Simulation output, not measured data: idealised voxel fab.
voxel quadruple lines: a process module
Displayed cross-section: cut, width of 290 nm, square cells sized 5 nm.
Cross-section, as written here: a square-cell grid given band by band from the top down, where a band holds one or more rows of cells.
Basically the band line says how high the top is and how high the bottom is, in nm, and then what's in it from left to right, every material with its width in nm. Empty space shows up as "air", and if a single material carries "everywhere" it runs the full band edge to edge.
It should be noted that heights are counted from 0, beneath which the wafer as supplied is of one material throughout, and that the lowest band possesses no lower boundary but continues downward, as written in "0 nm and below".
The expression "30 to 40" gives the width at the extremes of the band, the first number at its top row of cells and the second at its bottom row, with the width changing by equal amounts from each row to the next in between.
Take "remains unaltered" at face value: in the step it is given for, the cross-section changed in none of its cells.
This entry, "Enclosed void inventory", enumerates those empty regions of no fewer than 8 cells that possess no open connection to the top. Each region is reported in the form width x height at distance, the distance being taken from the left edge, with all three quantities expressed in nm.
Note: text after step settings on the step line = simulator remark on that step.
"overlay nm" on a masked step: distance the mask lay right of its planned place, negative for left.

Process steps (planned):
| 1 | RECEIVE with material Si |
| 2 | CONFORMAL_DEP with material SiO2, thk nm 10 |
| 3 | DIRECTIONAL_DEP with material W, thk nm 10 |
| 4 | DIRECTIONAL_DEP with material polySi, thk nm 15 |
| 5 | DIRECTIONAL_DEP with material aC, thk nm 25 |
| 6 | PATTERN with tone cover, mask id MANDREL, material resist, width nm 30, thk nm 30, overlay nm 0 |
| 7 | DIRECTIONAL_ETCH with etch materials aC, depth nm 25 |
| 8 | STRIP with etch materials resist |
| 9 | CONFORMAL_DEP with material SiO2, thk nm 10 |
| 10 | DIRECTIONAL_ETCH with etch materials SiO2, depth nm 10 |
| 11 | STRIP with etch materials aC |
| 12 | DIRECTIONAL_ETCH with etch materials polySi, depth nm 15 |
| 13 | STRIP with etch materials SiO2 |
| 14 | CONFORMAL_DEP with material SiCN, thk nm 10 |
| 15 | DIRECTIONAL_ETCH with etch materials SiCN, depth nm 10 |
| 16 | STRIP with etch materials polySi |
| 17 | DIRECTIONAL_ETCH with etch materials W, depth nm 10 |
| 18 | STRIP with etch materials SiCN |

Cross-sectional view of the wafer in its as-received condition, corresponding to the state after step 1:
    0 nm and below = Si everywhere
    Enclosed void inventory: none

First wafer of two, sectioned at end of module; run went per plan:
    20 nm to 10 nm = 110 nm air, then 10 nm W, then 10 nm air, then 10 nm W, then 10 nm air, then 10 nm W, then 10 nm air, then 10 nm W, then 110 nm air
    10 nm to 0 nm = SiO2 everywhere
    0 nm and below = Si everywhere
    Enclosed void inventory: none

Wafer two, end of module, cross-section. Same start, same plan as wafer one. One mistake in the run:
    10 nm to 0 nm = 110 nm air, then 10 nm W, then 10 nm air, then 10 nm W, then 10 nm air, then 10 nm W, then 10 nm air, then 10 nm W, then 110 nm air
    0 nm and below = Si everywhere
    Enclosed void inventory: none
What was done differently from what was planned? plan step 2 never ran because it was skipped
Final difference in cells, second wafer against first, listed per material as more or fewer: SiO2: 116 fewer
